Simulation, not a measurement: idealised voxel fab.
Process module in this document: voxel transistor to metal
The cross-section on display is named cut; it measures 185 nm wide, and its cells are 5 nm squares.
Think of the cross-section as a grid of square cells. We describe it in bands, top to bottom, and each band covers one or more rows of those cells. For a band, the entry starts with two heights in nm, that of the top and then that of the bottom, and carries on with the band's materials in order from left to right, each alongside its width in nm; the word "everywhere" beside a single material means it fills the band edge to edge, and "blank" means empty space. Height is counted from the level 0, under which the received wafer is composed throughout of one material. The lowest of the bands is not closed at the bottom but continues downward, in the notation "0 down". Quick explanation for "30..40": the width changes in equal steps down the rows of cells, from the first number in the band's top row to the second number in its bottom row. No cell of the cross-section changed in a step that is given as "stayed the same". The label "Trapped voids" introduces a list of the empty spaces, 8 cells or larger, that have no open way up to the top; each entry in it reads width x height at distance, where the distance is taken from the left edge and all three are stated in nm. Past the settings on a step's line: simulator remark, on that step. Regarding "overlay nm": on a step with a mask, it is the distance the mask lay to the right of its planned place; a negative value places it to the left.
This section lists the process steps that were planned:
- 1: RECEIVE, material Si
- 2: CONFORMAL_DEP, material SiO2, thk nm 5
- 3: CONFORMAL_DEP, material SiN, thk nm 15
- 4: PATTERN, tone cover, mask id ACTIVE, material resist, width nm 105, thk nm 20, overlay nm 0
- 5: DIRECTIONAL_ETCH, etch materials SiN, depth nm 15
- 6: DIRECTIONAL_ETCH, etch materials SiO2, depth nm 5
- 7: DIRECTIONAL_ETCH, etch materials Si, depth nm 30
- 8: STRIP, etch materials resist
- 9: FILL_DEP, material SiO2, thk nm 5
- 10: CMP, height nm 20
- 11: SELECTIVE_ETCH, etch materials SiO2, depth nm 5
- 12: STRIP, etch materials SiN
- 13: SELECTIVE_ETCH, etch materials SiO2, depth nm 5
- 14: OXIDIZE, depth nm 5
- 15: DIRECTIONAL_DEP, material polySi, thk nm 30
- 16: DIRECTIONAL_DEP, material SiCN, thk nm 10
- 17: PATTERN, tone cover, mask id GATE, material resist, width nm 25, thk nm 20, overlay nm 0
- 18: DIRECTIONAL_ETCH, etch materials SiCN, depth nm 20
- 19: DIRECTIONAL_ETCH, etch materials polySi, depth nm 40
- 20: STRIP, etch materials resist
- 21: CONFORMAL_DEP, material SiN, thk nm 10
- 22: DIRECTIONAL_ETCH, etch materials SiN, depth nm 10
- 23: DIRECTIONAL_ETCH, etch materials SiO2, depth nm 5
- 24: DIRECTIONAL_ETCH, etch materials Si, depth nm 10
- 25: EPI, material nSi, thk nm 10
- 26: FILL_DEP, material SiO2, thk nm 10
- 27: CMP, height nm 40
- 28: DIRECTIONAL_DEP, material SiO2, thk nm 15
- 29: PATTERN, tone open, mask id CONTACT, material resist, width nm 20, pitch nm 75, thk nm 15, overlay nm 0
- 30: DIRECTIONAL_ETCH, etch materials SiO2, depth nm 60
- 31: STRIP, etch materials resist
- 32: CONFORMAL_DEP, material TiN, thk nm 5
- 33: FILL_DEP, material Ru, thk nm 5
- 34: CMP, height nm 55
- 35: DIRECTIONAL_DEP, material TiN, thk nm 5
- 36: DIRECTIONAL_DEP, material W, thk nm 20
- 37: MASKED_ETCH, tone cover, mask id METAL_1, width nm 20, pitch nm 75, etch materials W, depth nm 20, overlay nm 0
- 38: MASKED_ETCH, tone cover, mask id METAL_1, width nm 20, pitch nm 75, etch materials TiN, depth nm 5, overlay nm 0
- 39: CONFORMAL_DEP, material SiCN, thk nm 5
- 40: FILL_DEP, material SiO2, thk nm 5
- 41: CMP, height nm 80
- 42: CONFORMAL_DEP, material SiCN, thk nm 5
Cross-section of the wafer as it came to us, i.e., already through step 1:
* 0 down = Si everywhere
* Trapped voids: none
The first of two wafers, cross-sectioned at the end of the module, with the run proceeding as planned:
* 85 to 80 = SiCN everywhere
* 80 to 60 = 40 of SiO2  5 of SiCN  20 of W  5 of SiCN  45 of SiO2  5 of SiCN  20 of W  5 of SiCN  40 of SiO2
* 60 to 55 = 45 of SiCN  20 of TiN  55 of SiCN  20 of TiN  45 of SiCN
* 55 to 40 = 45 of SiO2  5 of TiN  10 of Ru  5 of TiN  55 of SiO2  5 of TiN  10 of Ru  5 of TiN  45 of SiO2
* 40 to 30 = 45 of SiO2  5 of TiN  10 of Ru  5 of TiN  5 of SiO2  10 of SiN  25 of SiCN  10 of SiN  5 of SiO2  5 of TiN  10 of Ru  5 of TiN  45 of SiO2
* 30 to 10 = 45 of SiO2  5 of TiN  10 of Ru  5 of TiN  5 of SiO2  10 of SiN  25 of polySi  10 of SiN  5 of SiO2  5 of TiN  10 of Ru  5 of TiN  45 of SiO2
* 10 to 5 = 35 of SiO2  10 of SiN  20 of TiN  5 of SiO2  10 of SiN  25 of polySi  10 of SiN  5 of SiO2  20 of TiN  10 of SiN  35 of SiO2
* 5 to 0 = 35 of SiO2  10 of SiN  10 of nSi  5 of TiN  10 of nSi  10 of SiN  25 of polySi  10 of SiN  10 of nSi  5 of TiN  10 of nSi  10 of SiN  35 of SiO2
* 0 to -5 = 45 of SiO2  10 of nSi  5 of TiN  10 of nSi  45 of SiO2  10 of nSi  5 of TiN  10 of nSi  45 of SiO2
* -5 to -15 = 40 of SiO2  5 of Si  25 of nSi  45 of Si  25 of nSi  5 of Si  40 of SiO2
* -15 to -30 = 40 of SiO2  105 of Si  40 of SiO2
* -30 down = Si everywhere
* Trapped voids: none
Here's the second of our two wafers sectioned at module end. Same start as the first, same plan, but one mistake got made running it:
* 85 to 80 = SiCN everywhere
* 80 to 60 = 40 of SiO2  5 of SiCN  20 of W  5 of SiCN  45 of SiO2  5 of SiCN  20 of W  5 of SiCN  40 of SiO2
* 60 to 55 = 45 of SiCN  20 of TiN  55 of SiCN  20 of TiN  45 of SiCN
* 55 to 40 = 45 of SiO2  5 of TiN  10 of Ru  5 of TiN  55 of SiO2  5 of TiN  10 of Ru  5 of TiN  45 of SiO2
* 40 to 30 = 45 of SiO2  5 of TiN  10 of Ru  5 of TiN  5 of SiO2  10 of SiN  25 of SiCN  10 of SiN  5 of SiO2  5 of TiN  10 of Ru  5 of TiN  45 of SiO2
* 30 to 15 = 45 of SiO2  5 of TiN  10 of Ru  5 of TiN  5 of SiO2  10 of SiN  25 of polySi  10 of SiN  5 of SiO2  5 of TiN  10 of Ru  5 of TiN  45 of SiO2
* 15 to 10 = 45 of SiO2  20 of TiN  5 of SiO2  10 of SiN  25 of polySi  10 of SiN  5 of SiO2  20 of TiN  45 of SiO2
* 10 to 5 = 35 of SiO2  10 of SiN  25 of SiO2  10 of SiN  25 of polySi  10 of SiN  25 of SiO2  10 of SiN  35 of SiO2
* 5 to 0 = 35 of SiO2  10 of SiN  10 of nSi  5 of SiO2  10 of nSi  10 of SiN  25 of polySi  10 of SiN  10 of nSi  5 of SiO2  10 of nSi  10 of SiN  35 of SiO2
* 0 to -5 = 45 of SiO2  10 of nSi  5 of SiO2  10 of nSi  45 of SiO2  10 of nSi  5 of SiO2  10 of nSi  45 of SiO2
* -5 to -15 = 40 of SiO2  5 of Si  25 of nSi  45 of Si  25 of nSi  5 of Si  40 of SiO2
* -15 to -30 = 40 of SiO2  105 of Si  40 of SiO2
* -30 down = Si everywhere
* Trapped voids: none
Plan not followed: step 28 from the plan got run twice
The final cell counts differ between the wafers, with the second having more or fewer of some materials than the first: -4 Ru | +12 SiO2 | -8 TiN
